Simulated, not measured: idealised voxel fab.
process module | voxel transistor to metal
cross-section cut | 280 nm wide | cells 5 nm
A cross-section is a grid of square cells, given in bands from the top down. A band is one or more rows of cells.
Each band's line starts with the height of the band's top and of its bottom, in nm. Then come its materials from left to right, each with its width in nm. One material with "throughout" fills the band from edge to edge. "air" is empty space.
Height 0 is the level under which the wafer as received is all one material. The lowest band goes on downwards, as in "0 down".
A width such as "30 to 40" changes by the same amount from each row of cells to the next, from the band's top row to its bottom row.
"no change" after a step means that no cell of the cross-section changed.
closed voids: empty space of 8 cells or more with no open way to the top, each as width x height at its distance from the left edge, in nm
after a step's settings: what the simulator itself notes on the step
overlay nm, on a step with a mask: how far to the right of its planned place the mask lay; to the left if negative
plan
1 op RECEIVE | material Si
2 op CONFORMAL_DEP | material SiO2 | thk nm 5
3 op CONFORMAL_DEP | material SiN | thk nm 15
4 op DIRECTIONAL_DEP | material aC | thk nm 10
5 op PATTERN | tone cover | mask id ACTIVE | material resist | width nm 110 | pitch nm 130 | thk nm 25 | overlay nm 0
6 op DIRECTIONAL_ETCH | etch materials aC | depth nm 10
7 op STRIP | etch materials resist
8 op DIRECTIONAL_ETCH | etch materials SiN | depth nm 15
9 op DIRECTIONAL_ETCH | etch materials SiO2 | depth nm 5
10 op DIRECTIONAL_ETCH | etch materials Si | depth nm 20
11 op STRIP | etch materials aC
12 op FILL_DEP | material SiO2 | thk nm 10
13 op CMP | height nm 20
14 op SELECTIVE_ETCH | etch materials SiO2 | depth nm 15
15 op STRIP | etch materials SiN
16 op SELECTIVE_ETCH | etch materials SiO2 | depth nm 5
17 op OXIDIZE | depth nm 5
18 op DIRECTIONAL_DEP | material polySi | thk nm 25
19 op DIRECTIONAL_DEP | material SiCN | thk nm 10
20 op MASKED_ETCH | tone cover | mask id GATE | width nm 20 | pitch nm 130 | etch materials SiCN | depth nm 20 | overlay nm 0
21 op MASKED_ETCH | tone cover | mask id GATE | width nm 15 | pitch nm 130 | etch materials polySi | depth nm 35 | overlay nm 0
22 op CONFORMAL_DEP | material SiN | thk nm 5
23 op DIRECTIONAL_ETCH | etch materials SiN | depth nm 5
24 op DIRECTIONAL_ETCH | etch materials SiO2 | depth nm 5
25 op DIRECTIONAL_ETCH | etch materials Si | depth nm 10
26 op EPI | material SiGe | thk nm 10
27 op FILL_DEP | material SiO2 | thk nm 10
28 op CMP | height nm 35
29 op DIRECTIONAL_DEP | material SiO2 | thk nm 10
30 op MASKED_ETCH | tone open | mask id CONTACT | width nm 20 | etch materials SiO2 | depth nm 50 | overlay nm 0
31 op CONFORMAL_DEP | material TiN | thk nm 5
32 op FILL_DEP | material Ru | thk nm 10
33 op CMP | height nm 45
34 op CONFORMAL_DEP | material SiCN | thk nm 5
35 op DIRECTIONAL_DEP | material SiO2 | thk nm 20
36 op MASKED_ETCH | tone open | mask id METAL_1 | width nm 20 | etch materials SiO2 | depth nm 20 | overlay nm 0
37 op MASKED_ETCH | tone open | mask id METAL_1 | width nm 20 | etch materials SiCN | depth nm 5 | overlay nm 0
38 op CONFORMAL_DEP | material TiN | thk nm 5
39 op FILL_DEP | material W | thk nm 5
40 op CMP | height nm 70
41 op EPI | material Ru | thk nm 5
42 op FILL_DEP | material SiCN | thk nm 5
43 op DIRECTIONAL_DEP | material lowk | thk nm 25
44 op PATTERN | tone open | mask id METAL_2 | material resist | width nm 20 | pitch nm 130 | thk nm 15 | overlay nm 0
45 op DIRECTIONAL_ETCH | etch materials lowk | depth nm 15
46 op STRIP | etch materials resist
47 op PATTERN | tone open | mask id METAL_2_HOLES | material resist | width nm 15 | pitch nm 130 | thk nm 15 | overlay nm 0
48 op DIRECTIONAL_ETCH | etch materials lowk | depth nm 10
49 op DIRECTIONAL_ETCH | etch materials SiCN | depth nm 5
50 op STRIP | etch materials resist
51 op CONFORMAL_DEP | material TiN | thk nm 5
52 op FILL_DEP | material Cu | thk nm 5
53 op CMP | height nm 105
54 op CONFORMAL_DEP | material SiCN | thk nm 5
varied across the wafers: width nm of step 21. The plan shows the first wafer's value. All wafers start alike
first wafer as received, after step 1
  0 down: Si throughout
  closed voids: none
first wafer at the end, after step 54
  110 to 105: SiCN throughout
  105 to 95: lowk 25 | TiN 5 | Cu 10 | TiN 5 | lowk 110 | TiN 5 | Cu 10 | TiN 5 | lowk 105
  95 to 90: lowk 25 | TiN 5 | Cu 5 | TiN 10 | lowk 110 | TiN 5 | Cu 5 | TiN 10 | lowk 105
  90 to 80: lowk 25 | TiN 5 | Cu 5 | TiN 5 | lowk 115 | TiN 5 | Cu 5 | TiN 5 | lowk 110
  80 to 75: SiCN 25 | TiN 15 | SiCN 115 | TiN 15 | SiCN 110
  75 to 70: SiCN 20 | Ru 30 | SiCN 50 | Ru 30 | SiCN 20 | Ru 30 | SiCN 50 | Ru 30 | SiCN 20
  70 to 50: SiO2 25 | TiN 5 | W 10 | TiN 5 | SiO2 60 | TiN 5 | W 10 | TiN 5 | SiO2 30 | TiN 5 | W 10 | TiN 5 | SiO2 60 | TiN 5 | W 10 | TiN 5 | SiO2 25
  50 to 45: SiCN 25 | TiN 20 | SiCN 60 | TiN 20 | SiCN 30 | TiN 20 | SiCN 60 | TiN 20 | SiCN 25
  45 to 35: SiO2 25 | TiN 5 | Ru 10 | TiN 5 | SiO2 60 | TiN 5 | Ru 10 | TiN 5 | SiO2 30 | TiN 5 | Ru 10 | TiN 5 | SiO2 60 | TiN 5 | Ru 10 | TiN 5 | SiO2 25
  35 to 25: SiO2 25 | TiN 5 | Ru 10 | TiN 5 | SiO2 15 | SiN 5 | SiCN 20 | SiN 5 | SiO2 15 | TiN 5 | Ru 10 | TiN 5 | SiO2 30 | TiN 5 | Ru 10 | TiN 5 | SiO2 15 | SiN 5 | SiCN 20 | SiN 5 | SiO2 15 | TiN 5 | Ru 10 | TiN 5 | SiO2 25
  25 to 5: SiO2 25 | TiN 5 | Ru 10 | TiN 5 | SiO2 15 | SiN 5 | polySi 20 | SiN 5 | SiO2 15 | TiN 5 | Ru 10 | TiN 5 | SiO2 30 | TiN 5 | Ru 10 | TiN 5 | SiO2 15 | SiN 5 | polySi 20 | SiN 5 | SiO2 15 | TiN 5 | Ru 10 | TiN 5 | SiO2 25
  5 to 0: SiO2 25 | TiN 5 | Ru 10 | TiN 5 | SiO2 5 | SiGe 10 | SiN 5 | polySi 20 | SiN 5 | SiGe 10 | SiO2 5 | TiN 5 | Ru 10 | TiN 5 | SiO2 30 | TiN 5 | Ru 10 | TiN 5 | SiO2 5 | SiGe 10 | SiN 5 | polySi 20 | SiN 5 | SiGe 10 | SiO2 5 | TiN 5 | Ru 10 | TiN 5 | SiO2 25
  0 to -5: SiO2 25 | TiN 20 | SiO2 5 | SiGe 10 | SiO2 30 | SiGe 10 | SiO2 5 | TiN 20 | SiO2 30 | TiN 20 | SiO2 5 | SiGe 10 | SiO2 30 | SiGe 10 | SiO2 5 | TiN 20 | SiO2 25
  -5 to -15: SiO2 20 | SiGe 40 | Si 30 | SiGe 40 | SiO2 20 | SiGe 40 | Si 30 | SiGe 40 | SiO2 20
  -15 to -20: SiO2 20 | Si 110 | SiO2 20 | Si 110 | SiO2 20
  -20 down: Si throughout
  closed voids: none
last wafer at the end
  110 to 105: SiCN throughout
  105 to 95: lowk 25 | TiN 5 | Cu 10 | TiN 5 | lowk 110 | TiN 5 | Cu 10 | TiN 5 | lowk 105
  95 to 90: lowk 25 | TiN 5 | Cu 5 | TiN 10 | lowk 110 | TiN 5 | Cu 5 | TiN 10 | lowk 105
  90 to 80: lowk 25 | TiN 5 | Cu 5 | TiN 5 | lowk 115 | TiN 5 | Cu 5 | TiN 5 | lowk 110
  80 to 75: SiCN 25 | TiN 15 | SiCN 115 | TiN 15 | SiCN 110
  75 to 70: SiCN 20 | Ru 30 | SiCN 50 | Ru 30 | SiCN 20 | Ru 30 | SiCN 50 | Ru 30 | SiCN 20
  70 to 50: SiO2 25 | TiN 5 | W 10 | TiN 5 | SiO2 60 | TiN 5 | W 10 | TiN 5 | SiO2 30 | TiN 5 | W 10 | TiN 5 | SiO2 60 | TiN 5 | W 10 | TiN 5 | SiO2 25
  50 to 45: SiCN 25 | TiN 20 | SiCN 60 | TiN 20 | SiCN 30 | TiN 20 | SiCN 60 | TiN 20 | SiCN 25
  45 to 35: SiO2 25 | TiN 5 | Ru 10 | TiN 5 | SiO2 60 | TiN 5 | Ru 10 | TiN 5 | SiO2 30 | TiN 5 | Ru 10 | TiN 5 | SiO2 60 | TiN 5 | Ru 10 | TiN 5 | SiO2 25
  35 to 25: SiO2 25 | TiN 5 | Ru 10 | TiN 5 | SiO2 15 | SiN 5 | SiCN 20 | SiN 5 | SiO2 15 | TiN 5 | Ru 10 | TiN 5 | SiO2 30 | TiN 5 | Ru 10 | TiN 5 | SiO2 15 | SiN 5 | SiCN 20 | SiN 5 | SiO2 15 | TiN 5 | Ru 10 | TiN 5 | SiO2 25
  25 to 5: SiO2 25 | TiN 5 | Ru 10 | TiN 5 | SiO2 10 | SiN 5 | polySi 30 | SiN 5 | SiO2 10 | TiN 5 | Ru 10 | TiN 5 | SiO2 30 | TiN 5 | Ru 10 | TiN 5 | SiO2 10 | SiN 5 | polySi 30 | SiN 5 | SiO2 10 | TiN 5 | Ru 10 | TiN 5 | SiO2 25
  5 to 0: SiO2 25 | TiN 5 | Ru 10 | TiN 5 | SiGe 10 | SiN 5 | polySi 30 | SiN 5 | SiGe 10 | TiN 5 | Ru 10 | TiN 5 | SiO2 30 | TiN 5 | Ru 10 | TiN 5 | SiGe 10 | SiN 5 | polySi 30 | SiN 5 | SiGe 10 | TiN 5 | Ru 10 | TiN 5 | SiO2 25
  0 to -5: SiO2 25 | TiN 20 | SiGe 10 | SiO2 40 | SiGe 10 | TiN 20 | SiO2 30 | TiN 20 | SiGe 10 | SiO2 40 | SiGe 10 | TiN 20 | SiO2 25
  -5 to -15: SiO2 20 | SiGe 35 | Si 40 | SiGe 35 | SiO2 20 | SiGe 35 | Si 40 | SiGe 35 | SiO2 20
  -15 to -20: SiO2 20 | Si 110 | SiO2 20 | Si 110 | SiO2 20
  -20 down: Si throughout
  closed voids: none
each wafer at the end: cells of each material gained (+) or lost (-) since it was received, then its closed voids
width nm 15 | +14 Cu | +96 Ru | -156 Si | +194 SiCN | +80 SiGe | +28 SiN | +496 SiO2 | +164 TiN | +32 W | +244 lowk | +40 polySi | closed voids: none
width nm 20 | +14 Cu | +96 Ru | -156 Si | +194 SiCN | +80 SiGe | +28 SiN | +496 SiO2 | +164 TiN | +32 W | +244 lowk | +40 polySi | closed voids: none
width nm 25 | +14 Cu | +96 Ru | -152 Si | +194 SiCN | +76 SiGe | +28 SiN | +486 SiO2 | +164 TiN | +32 W | +244 lowk | +50 polySi | closed voids: none
width nm 30 | +14 Cu | +96 Ru | -148 Si | +194 SiCN | +72 SiGe | +28 SiN | +476 SiO2 | +164 TiN | +32 W | +244 lowk | +60 polySi | closed voids: none
